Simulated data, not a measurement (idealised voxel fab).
process module | voxel wiring stack
cross-section cut | 260 nm wide | cells 5 nm
A cross-section is a grid of square cells, given in bands from the top down. A band is one or more rows of cells.
Each band's line starts with the height of the band's top and of its bottom, in nm. Then come its materials from left to right, each with its width in nm. One material with "throughout" fills the band from edge to edge. "air" is empty space.
Height 0 is the level under which the wafer as received is all one material. The lowest band goes on downwards, as in "0 down".
A width such as "30 to 40" changes by the same amount from each row of cells to the next, from the band's top row to its bottom row.
"no change" after a step means that no cell of the cross-section changed.
closed voids: empty space of 8 cells or more with no open way to the top, each as width x height at its distance from the left edge, in nm
after a step's settings: what the simulator itself notes on the step
overlay nm, on a step with a mask: how far to the right of its planned place the mask lay; to the left if negative
plan
1 op RECEIVE | material Si
2 op CONFORMAL_DEP | material SiO2 | thk nm 15
3 op CONFORMAL_DEP | material SiN | thk nm 5
4 op DIRECTIONAL_DEP | material lowk | thk nm 25
5 op DIRECTIONAL_DEP | material aC | thk nm 10
6 op PATTERN | tone open | mask id METAL_1 | material resist | width nm 25 | pitch nm 40 | thk nm 30 | overlay nm 0
7 op DIRECTIONAL_ETCH | etch materials aC | depth nm 10
8 op STRIP | etch materials resist
9 op DIRECTIONAL_ETCH | etch materials lowk | depth nm 25
10 op DIRECTIONAL_ETCH | etch materials SiN | depth nm 5
11 op STRIP | etch materials aC
12 op CONFORMAL_DEP | material TiN | thk nm 5
13 op FILL_DEP | material Ru | thk nm 10
14 op CMP | height nm 45
15 op EPI | material Ru | thk nm 5
16 op FILL_DEP | material SiCN | thk nm 5
17 op DIRECTIONAL_DEP | material lowk | thk nm 30
18 op DIRECTIONAL_DEP | material aC | thk nm 10
19 op PATTERN | tone open | mask id METAL_2_HOLES | material resist | width nm 15 | pitch nm 40 | thk nm 25 | overlay nm 0
20 op DIRECTIONAL_ETCH | etch materials aC | depth nm 10
21 op STRIP | etch materials resist
22 op DIRECTIONAL_ETCH | etch materials lowk | depth nm 30
23 op STRIP | etch materials aC
24 op PATTERN | tone open | mask id METAL_2 | material resist | width nm 25 | pitch nm 40 | thk nm 15 | overlay nm 0
25 op DIRECTIONAL_ETCH | etch materials lowk | depth nm 15
26 op DIRECTIONAL_ETCH | etch materials SiCN | depth nm 5
27 op STRIP | etch materials resist
28 op CONFORMAL_DEP | material TiN | thk nm 5
29 op FILL_DEP | material Cu | thk nm 5
30 op CMP | height nm 85
31 op CONFORMAL_DEP | material SiN | thk nm 5
as received, after step 1
  0 down: Si throughout
  closed voids: none
first wafer at the end, as planned
  90 to 85: SiN throughout
  85 to 75: lowk 55 | TiN 5 | Cu 15 | TiN 5 | lowk 15 | TiN 5 | Cu 15 | TiN 5 | lowk 15 | TiN 5 | Cu 15 | TiN 5 | lowk 15 | TiN 5 | Cu 15 | TiN 5 | lowk 60
  75 to 70: lowk 55 | TiN 5 | Cu 5 | TiN 15 | lowk 15 | TiN 5 | Cu 5 | TiN 15 | lowk 15 | TiN 5 | Cu 5 | TiN 15 | lowk 15 | TiN 5 | Cu 5 | TiN 15 | lowk 60
  70 to 55: lowk 55 | TiN 5 | Cu 5 | TiN 5 | lowk 25 | TiN 5 | Cu 5 | TiN 5 | lowk 25 | TiN 5 | Cu 5 | TiN 5 | lowk 25 | TiN 5 | Cu 5 | TiN 5 | lowk 70
  55 to 50: SiCN 55 | TiN 15 | SiCN 25 | TiN 15 | SiCN 25 | TiN 15 | SiCN 25 | TiN 15 | SiCN 70
  50 to 45: SiCN 50 | Ru 35 | SiCN 5 | Ru 35 | SiCN 5 | Ru 35 | SiCN 5 | Ru 35 | SiCN 55
  45 to 20: lowk 55 | TiN 5 | Ru 15 | TiN 5 | lowk 15 | TiN 5 | Ru 15 | TiN 5 | lowk 15 | TiN 5 | Ru 15 | TiN 5 | lowk 15 | TiN 5 | Ru 15 | TiN 5 | lowk 60
  20 to 15: SiN 55 | TiN 25 | SiN 15 | TiN 25 | SiN 15 | TiN 25 | SiN 15 | TiN 25 | SiN 60
  15 to 0: SiO2 throughout
  0 down: Si throughout
  closed voids: none
second wafer at the end: like start, like plan, one mistake
  90 to 85: SiN throughout
  85 to 75: lowk 55 | TiN 5 | Cu 15 | TiN 5 | lowk 15 | TiN 5 | Cu 15 | TiN 5 | lowk 15 | TiN 5 | Cu 15 | TiN 5 | lowk 15 | TiN 5 | Cu 15 | TiN 5 | lowk 60
  75 to 70: lowk 55 | TiN 5 | Cu 5 | TiN 15 | lowk 15 | TiN 5 | Cu 5 | TiN 15 | lowk 15 | TiN 5 | Cu 5 | TiN 15 | lowk 15 | TiN 5 | Cu 5 | TiN 15 | lowk 60
  70 to 55: lowk 55 | TiN 5 | Cu 5 | TiN 5 | lowk 25 | TiN 5 | Cu 5 | TiN 5 | lowk 25 | TiN 5 | Cu 5 | TiN 5 | lowk 25 | TiN 5 | Cu 5 | TiN 5 | lowk 70
  55 to 50: SiCN 55 | TiN 15 | SiCN 25 | TiN 15 | SiCN 25 | TiN 15 | SiCN 25 | TiN 15 | SiCN 70
  50 to 35: Ru throughout
  35 to 30: TiN 60 | Ru 15 | TiN 25 | Ru 15 | TiN 25 | Ru 15 | TiN 25 | Ru 15 | TiN 65
  30 to 5: lowk 55 | TiN 5 | Ru 15 | TiN 5 | lowk 15 | TiN 5 | Ru 15 | TiN 5 | lowk 15 | TiN 5 | Ru 15 | TiN 5 | lowk 15 | TiN 5 | Ru 15 | TiN 5 | lowk 60
  5 to 0: SiN 55 | TiN 25 | SiN 15 | TiN 25 | SiN 15 | TiN 25 | SiN 15 | TiN 25 | SiN 60
  0 down: Si throughout
  closed voids: none
what went wrong: step 2 was left out
at the end the second wafer has, in cells: 140 more of Ru | 24 fewer of SiCN | 156 fewer of SiO2 | 40 more of TiN
